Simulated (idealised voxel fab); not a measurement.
voxel lift off: a process module
We display cut, a cross-section 165 nm in width whose square cells are each 5 nm.
Square cells in a grid make up a cross-section in this document, and the grid is given as bands, listed from the top down, each one or more rows of cells.
It is stipulated that each band's entry specify, in nanometres, the height of the top of the band and then that of its bottom, followed by the materials of the band in left-to-right sequence, each together with its width in nanometres. A single material marked by the word "full width" is understood to fill the band from edge to edge; the word "blank" is understood to denote empty space.
For the purposes of this specification, 0 denotes the height below which the wafer in its as-received condition is composed wholly of one material, and the lowermost band, lacking a lower limit, extends downward without end, as expressed in "from 0 down".
Width spec "30->40" -> top row of cells at first value, bottom row at second value, equal per-row change in between.
The designation "nothing was modified", where it is given for a processing step, indicates that no cell of the cross-section was altered in the course of that step.
Entry "Fully sealed voids". Content: empty spaces with no open connection to the top, size 8 cells or greater. Each: width x height at distance. Distance: from left edge. Unit: nm.
If you see something after the settings on a step's line, that's the simulator's own remark about that step.
The setting "overlay nm" may be written on the line of a step. When the step uses a mask, the value reports how far to the right of the planned place the mask lay, and a negative value reports that it lay to the left.
This section lists the process steps that were planned:
step 1: op RECEIVE | material Si
step 2: op CONFORMAL_DEP | material SiO2 | thk nm 15
step 3: op PATTERN | tone open | mask id LINES | material resist | width nm 20 | pitch nm 35 | thk nm 25 | overlay nm 0
step 4: op DIRECTIONAL_DEP | material Ru | thk nm 5
step 5: op STRIP | etch materials resist
step 6: op CONFORMAL_DEP | material SiN | thk nm 10
Where the wafers of this document differ is in the thk nm of step 4; they start out the same, and the plan states the value that applied to the first wafer.
Cross-section: the first of several wafers in its as-received state, i.e. following step 1:
	from 0 down: Si full width
	Fully sealed voids: none
Cross-section of the first of several wafers, taken after step 6, where the module ends:
	from 30 to 25: 25 of blank  110 of SiN  30 of blank
	from 25 to 20: SiN full width
	from 20 to 15: 35 of SiN  20 of Ru  15 of SiN  20 of Ru  15 of SiN  20 of Ru  40 of SiN
	from 15 to 0: SiO2 full width
	from 0 down: Si full width
	Fully sealed voids: none
Wafer cross-section (last wafer, module end):
	from 45 to 35: 25 of blank  110 of SiN  30 of blank
	from 35 to 25: 25 of blank  10 of SiN  20 of Ru  15 of SiN  20 of Ru  15 of SiN  20 of Ru  10 of SiN  30 of blank
	from 25 to 15: 35 of SiN  20 of Ru  15 of SiN  20 of Ru  15 of SiN  20 of Ru  40 of SiN
	from 15 to 0: SiO2 full width
	from 0 down: Si full width
	Fully sealed voids: none
Quick key for the table: a row per wafer, taken at the end of the module. For each material it tells you how many cells the wafer gained (+) or lost (-) since it came in, and the closed voids come after:
thk nm 5 | +12 Ru | +76 SiN | +99 SiO2 | Fully sealed voids: none
thk nm 10 | +24 Ru | +86 SiN | +99 SiO2 | Fully sealed voids: none
thk nm 15 | +36 Ru | +96 SiN | +99 SiO2 | Fully sealed voids: none
thk nm 20 | +48 Ru | +106 SiN | +99 SiO2 | Fully sealed voids: none
